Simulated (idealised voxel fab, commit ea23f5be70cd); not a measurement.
Process module in this document: voxel spacer lines
Section cut is 300 nm wide and gridded with 5 nm square cells.
When this document writes out a cross-section, it uses a grid of square cells and lists it as bands, beginning at the top and moving down, with a band standing for one or more rows of cells.
First you get the band's top height and its bottom height, in nm, and then the materials it's made of, left to right, with each width in nm. If you see a single material with "throughout", that one covers the band edge to edge. "air" is empty space.
Convention: height 0 is the level below which the wafer, as received, is all one material. The lowest band does not terminate at the bottom but continues downward, represented as "0 down".
Graded width ("30..40"): value in top row of band = first number; value in bottom row = second number; row-to-row change constant.
A step reported as "remained the same" is a step in which no cell of the cross-section changed.
If an empty space has no open way to the top and is at least 8 cells in size, "Enclosed cavity list" lists it, written width x height at distance, where distance is measured from the left edge and every value is in nm.
Note: text after step settings on the step line = simulator remark on that step.
overlay nm: mask right of planned place by this much (step with mask). Neg. = left.
BELOW IS THE LIST OF PLANNED PROCESS STEPS
1: RECEIVE, material Si
2: CONFORMAL_DEP, material Al2O3, thk nm 5
3: DIRECTIONAL_DEP, material TiN, thk nm 15
4: DIRECTIONAL_DEP, material aC, thk nm 25
5: PATTERN, tone cover, mask id MANDREL, material resist, width nm 15, pitch nm 60, thk nm 30, overlay nm 0
6: DIRECTIONAL_ETCH, etch materials aC, depth nm 25
7: STRIP, etch materials resist
8: CONFORMAL_DEP, material SiO2, thk nm 15
9: DIRECTIONAL_ETCH, etch materials SiO2, depth nm 15
10: STRIP, etch materials aC
11: DIRECTIONAL_ETCH, etch materials TiN, depth nm 15
12: STRIP, etch materials SiO2
AS-RECEIVED WAFER CROSS-SECTION (AFTER STEP 1)
0 down: Si throughout
Enclosed cavity list: none
FIRST WAFER AT THE END, AS PLANNED
20 to 5: 95 of air; 15 of TiN; 15 of air; 15 of TiN; 15 of air; 15 of TiN; 15 of air; 15 of TiN; 100 of air
5 to 0: Al2O3 throughout
0 down: Si throughout
Enclosed cavity list: none
CROSS-SECTIONAL VIEW OF THE SECOND OF TWO WAFERS UPON COMPLETION OF THE MODULE. THIS WAFER SHARED ITS STARTING CONDITION AND PROCESS PLAN WITH THE FIRST; ONE ERROR WAS MADE DURING ITS EXECUTION
20 to 5: 110 of air; 15 of TiN; 45 of air; 15 of TiN; 115 of air
5 to 0: Al2O3 throughout
0 down: Si throughout
Enclosed cavity list: none
What went wrong in running the wafer? planned and actual differ for step 5; actual: PATTERN, tone open, mask id MANDREL, material resist, width nm 15, pitch nm 60, thk nm 30, overlay nm 0
Counted in cells at the end, the second wafer holds more or fewer of these materials than the first: TiN -18
